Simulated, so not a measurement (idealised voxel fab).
Proc. module: voxel capacitor over wiring
It is cross-section cut that appears here, measuring 190 nm in width, its square cells being 5 nm in size.
This document writes a cross-section as a grid whose cells are square, and gives it as bands, listed from the top down; one or more rows of cells form a band.
Heights first: top, then bottom, in nm. Then materials, left to right, each with a width in nm. "full width" on a single material: fills the band edge to edge. "blank": empty space.
We count height from 0. Below that, the starting wafer is all one material. The lowest band never ends at the bottom but goes on down; see "0 down" for how that is written.
You'd read "30 to 40" like this: the band's top row of cells is as wide as the first number, its bottom row is as wide as the second, and going down, every row changes width by the same amount as the row before did.
Where the words "nothing altered" appear for a step, the cross-section shows no cell changed by that step; every cell remained as before.
"Entrapped voids": sealed empty spaces, 8 cells or more, no open way to top, listed width x height at distance, with distance from the left edge and width, height and distance in nm.
Whatever follows a step's settings on its line is a remark the simulator itself makes about that step.
A step line may carry the setting "overlay nm", which, for steps involving a mask, states the distance by which the mask lay to the right of its intended position; negative values denote displacement to the left.

## Below is the list of planned process steps
1,RECEIVE (material Si)
2,CONFORMAL_DEP (material SiO2; thk nm 15)
3,CONFORMAL_DEP (material SiCN; thk nm 5)
4,DIRECTIONAL_DEP (material lowk; thk nm 20)
5,PATTERN (tone open; mask id METAL_1; material resist; width nm 30; pitch nm 95; thk nm 15; overlay nm 0)
6,DIRECTIONAL_ETCH (etch materials lowk; depth nm 20)
7,DIRECTIONAL_ETCH (etch materials SiCN; depth nm 5)
8,STRIP (etch materials resist)
9,CONFORMAL_DEP (material TiN; thk nm 5)
10,FILL_DEP (material Ru; thk nm 5)
11,CMP (height nm 40)
12,EPI (material Ru; thk nm 5)
13,FILL_DEP (material SiCN; thk nm 5)
14,DIRECTIONAL_DEP (material SiO2; thk nm 10)
15,PATTERN (tone open; mask id PLUG_1; material resist; width nm 15; thk nm 15; overlay nm 0)
16,DIRECTIONAL_ETCH (etch materials SiO2; depth nm 10)
17,DIRECTIONAL_ETCH (etch materials SiCN; depth nm 5)
18,STRIP (etch materials resist)
19,EPI (material Ru; thk nm 10)
20,EPI (material Ru; thk nm 5)
21,DIRECTIONAL_DEP (material TiN; thk nm 10)
22,DIRECTIONAL_DEP (material HfO2; thk nm 5)
23,DIRECTIONAL_DEP (material TiN; thk nm 5)
24,PATTERN (tone cover; mask id UPPER_PLATE; material resist; width nm 70; thk nm 15; overlay nm 0)
25,DIRECTIONAL_ETCH (etch materials TiN; depth nm 5)
26,DIRECTIONAL_ETCH (etch materials HfO2; depth nm 5)
27,STRIP (etch materials resist)
28,MASKED_ETCH (tone cover; mask id LOWER_PLATE; width nm 80; etch materials TiN; depth nm 10; overlay nm 0)
29,FILL_DEP (material SiO2; thk nm 15)
30,CMP (height nm 90)
31,DIRECTIONAL_DEP (material aC; thk nm 15)
32,PATTERN (tone open; mask id PLUG_2; material resist; width nm 15; thk nm 35; overlay nm 0)
33,DIRECTIONAL_ETCH (etch materials aC; depth nm 15)
34,STRIP (etch materials resist)
35,DIRECTIONAL_ETCH (etch materials SiO2; depth nm 10)
36,STRIP (etch materials aC)
37,CONFORMAL_DEP (material TiN; thk nm 5)
38,FILL_DEP (material Ru; thk nm 5)
39,CMP (height nm 90)
40,CONFORMAL_DEP (material SiCN; thk nm 5)

## Incoming wafer in cross-section (state: after step 1)
* 0 down = Si full width
* Entrapped voids: none

## Figure: cross-sectional view of the wafer upon completion of the module, processed from the initial state and according to the plan depicted above, with one error introduced during execution
* 95 to 90 = SiCN full width
* 90 to 85 = Ru=50 / TiN=5 / SiO2=15 / TiN=5 / Ru=115
* 85 to 80 = TiN=55 / SiO2=15 / TiN=120
* 80 to 75 = SiO2=45 / TiN=70 / SiO2=75
* 75 to 70 = SiO2=45 / HfO2=70 / SiO2=75
* 70 to 60 = SiO2=40 / TiN=80 / SiO2=70
* 60 to 50 = SiO2=45 / Ru=15 / SiO2=130
* 50 to 45 = SiCN=45 / Ru=15 / SiCN=130
* 45 to 40 = SiCN=25 / Ru=40 / SiCN=55 / Ru=40 / SiCN=30
* 40 to 20 = lowk=30 / TiN=5 / Ru=20 / TiN=5 / lowk=65 / TiN=5 / Ru=20 / TiN=5 / lowk=35
* 20 to 15 = SiCN=30 / TiN=30 / SiCN=65 / TiN=30 / SiCN=35
* 15 to 0 = SiO2 full width
* 0 down = Si full width
* Entrapped voids: none
Deviation noted in wafer processing: not per plan at step 32, really ran PATTERN (tone cover; mask id PLUG_2; material resist; width nm 15; thk nm 35; overlay nm 0)
